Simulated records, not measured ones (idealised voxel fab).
Process module, titled voxel double patterning
The cross-section shown here is cut; it is 235 nm wide and divided into square cells measuring 5 nm on a side.
This document writes a cross-section as a grid whose cells are square, and gives it as bands, listed from the top down; one or more rows of cells form a band. Basically the band line says how high the top is and how high the bottom is, in nm, and then what's in it from left to right, every material with its width in nm. Empty space shows up as "empty", and if a single material carries "edge to edge" it runs the full band edge to edge. We count height from 0. Below that, the starting wafer is all one material. The lowest band never ends at the bottom but goes on down; see "0 -> down" for how that is written. A width given as "30..40" starts at the first number in the band's top row and ends at the second number in its bottom row, shifting by an equal amount at every step from row to row. When a step is marked "no modifications", none of the cells in the cross-section changed during that step. You'll see "Trapped voids" listing empty spaces that have no way open to the top, as long as they're 8 cells or more; the notation is width x height at distance, where the distance is from the left edge, and all of it is in nm. Text after the settings on a step's line: the simulator's own remark on that step. overlay nm, on a step with a mask: how far to the right of its planned place the mask lay; to the left if negative.

## List of planned process steps
| 1 | RECEIVE (material Si) |
| 2 | CONFORMAL_DEP (material SiN; thk nm 10) |
| 3 | DIRECTIONAL_DEP (material SiO2; thk nm 20) |
| 4 | DIRECTIONAL_DEP (material SiCN; thk nm 5) |
| 5 | MASKED_ETCH (tone open; mask id FIRST; width nm 15; pitch nm 50; etch materials SiCN; depth nm 5; overlay nm 0) |
| 6 | DIRECTIONAL_DEP (material aC; thk nm 15) |
| 7 | PATTERN (tone open; mask id SECOND; material resist; width nm 15; pitch nm 50; thk nm 35; overlay nm 0) |
| 8 | DIRECTIONAL_ETCH (etch materials aC; depth nm 15) |
| 9 | STRIP (etch materials resist) |
| 10 | DIRECTIONAL_ETCH (etch materials SiCN; depth nm 5) |
| 11 | STRIP (etch materials aC) |
| 12 | DIRECTIONAL_ETCH (etch materials SiO2; depth nm 20) |
| 13 | STRIP (etch materials SiCN) |

## First out of two wafers; run went to plan

## Wafer at receipt (post step 1), cross-section
> 0 -> down  Si edge to edge
> Trapped voids: none

## How the wafer stands in section after step 2
> 10 -> 0  SiN edge to edge
> At heights below 0, the structure remains unaltered.

## How the wafer stands in section after step 3
> 30 -> 10  SiO2 edge to edge
> At heights below 10, the structure remains unaltered.

## How the wafer stands in section after step 4
> 35 -> 30  SiCN edge to edge
> At heights below 30, the structure remains unaltered.

## How the wafer stands in section after step 5
> 35 -> 30  60 of SiCN  15 of empty  35 of SiCN  15 of empty  35 of SiCN  15 of empty  60 of SiCN
> At heights below 30, the structure remains unaltered.

## How the wafer stands in section after step 6
> 50 -> 45  60 of aC  15 of empty  35 of aC  15 of empty  35 of aC  15 of empty  60 of aC
> 45 -> 35  aC edge to edge
> 35 -> 30  60 of SiCN  15 of aC  35 of SiCN  15 of aC  35 of SiCN  15 of aC  60 of SiCN
> At heights below 30, the structure remains unaltered.

## How the wafer stands in section after step 7
> 85 -> 50  85 of resist  15 of empty  35 of resist  15 of empty  85 of resist
> 50 -> 45  60 of aC  15 of resist  35 of aC  15 of resist  35 of aC  15 of resist  60 of aC
> At heights below 45, the structure remains unaltered.

## How the wafer stands in section after step 8
> 70 -> 50  85 of resist  15 of empty  35 of resist  15 of empty  85 of resist
> 50 -> 45  60 of aC  15 of resist  10 of aC  15 of empty  10 of aC  15 of resist  10 of aC  15 of empty  10 of aC  15 of resist  60 of aC
> 45 -> 35  85 of aC  15 of empty  35 of aC  15 of empty  85 of aC
> At heights below 35, the structure remains unaltered.

## How the wafer stands in section after step 9
> 50 -> 45  60 of aC  15 of empty  10 of aC  15 of empty  10 of aC  15 of empty  10 of aC  15 of empty  10 of aC  15 of empty  60 of aC
> At heights below 45, the structure remains unaltered.

## How the wafer stands in section after step 10
> 50 -> 45  60 of aC  15 of empty  10 of aC  15 of empty  10 of aC  15 of empty  10 of aC  15 of empty  10 of aC  15 of empty  60 of aC
> 45 -> 35  85 of aC  15 of empty  35 of aC  15 of empty  85 of aC
> 35 -> 30  60 of SiCN  15 of aC  10 of SiCN  15 of empty  10 of SiCN  15 of aC  10 of SiCN  15 of empty  10 of SiCN  15 of aC  60 of SiCN
> At heights below 30, the structure remains unaltered.

## How the wafer stands in section after step 11
> 35 -> 30  60 of SiCN  15 of empty  10 of SiCN  15 of empty  10 of SiCN  15 of empty  10 of SiCN  15 of empty  10 of SiCN  15 of empty  60 of SiCN
> At heights below 30, the structure remains unaltered.

## How the wafer stands in section after step 12
> 35 -> 30  60 of SiCN  15 of empty  10 of SiCN  15 of empty  10 of SiCN  15 of empty  10 of SiCN  15 of empty  10 of SiCN  15 of empty  60 of SiCN
> 30 -> 10  60 of SiO2  15 of empty  10 of SiO2  15 of empty  10 of SiO2  15 of empty  10 of SiO2  15 of empty  10 of SiO2  15 of empty  60 of SiO2
> At heights below 10, the structure remains unaltered.

## How the wafer stands in section after step 13
> 30 -> 10  60 of SiO2  15 of empty  10 of SiO2  15 of empty  10 of SiO2  15 of empty  10 of SiO2  15 of empty  10 of SiO2  15 of empty  60 of SiO2
> At heights below 10, the structure remains unaltered.

## Wafer two: like wafer one in start and plan, but with one mistake in execution; identical up to and including step 3

## What the second wafer looks like in cross-section when step 4 should have wrapped up
> 35 -> 30  SiN edge to edge
> At heights below 30, the structure remains unaltered.

What the second wafer looks like in cross-section when step 5 should have wrapped up: no modifications

## What the second wafer looks like in cross-section when step 6 should have wrapped up
> 50 -> 35  aC edge to edge
> At heights below 35, the structure remains unaltered.

## What the second wafer looks like in cross-section when step 7 should have wrapped up
> 85 -> 50  85 of resist  15 of empty  35 of resist  15 of empty  85 of resist
> At heights below 50, the structure remains unaltered.

## What the second wafer looks like in cross-section when step 8 should have wrapped up
> 70 -> 50  85 of resist  15 of empty  35 of resist  15 of empty  85 of resist
> 50 -> 35  85 of aC  15 of empty  35 of aC  15 of empty  85 of aC
> At heights below 35, the structure remains unaltered.

## What the second wafer looks like in cross-section when step 9 should have wrapped up
> 50 -> 35  85 of aC  15 of empty  35 of aC  15 of empty  85 of aC
> At heights below 35, the structure remains unaltered.

What the second wafer looks like in cross-section when step 10 should have wrapped up: no modifications

## What the second wafer looks like in cross-section when step 11 should have wrapped up
> 35 -> 30  SiN edge to edge
> At heights below 30, the structure remains unaltered.

What the second wafer looks like in cross-section when step 12 should have wrapped up: no modifications

What the second wafer looks like in cross-section when step 13 should have wrapped up: no modifications
Deviation from plan: step 4 off recipe, ran as DIRECTIONAL_DEP (material SiN; thk nm 5)
End of process, cell counts, second wafer against first, materials with more or fewer: SiN +47 | SiO2 +60
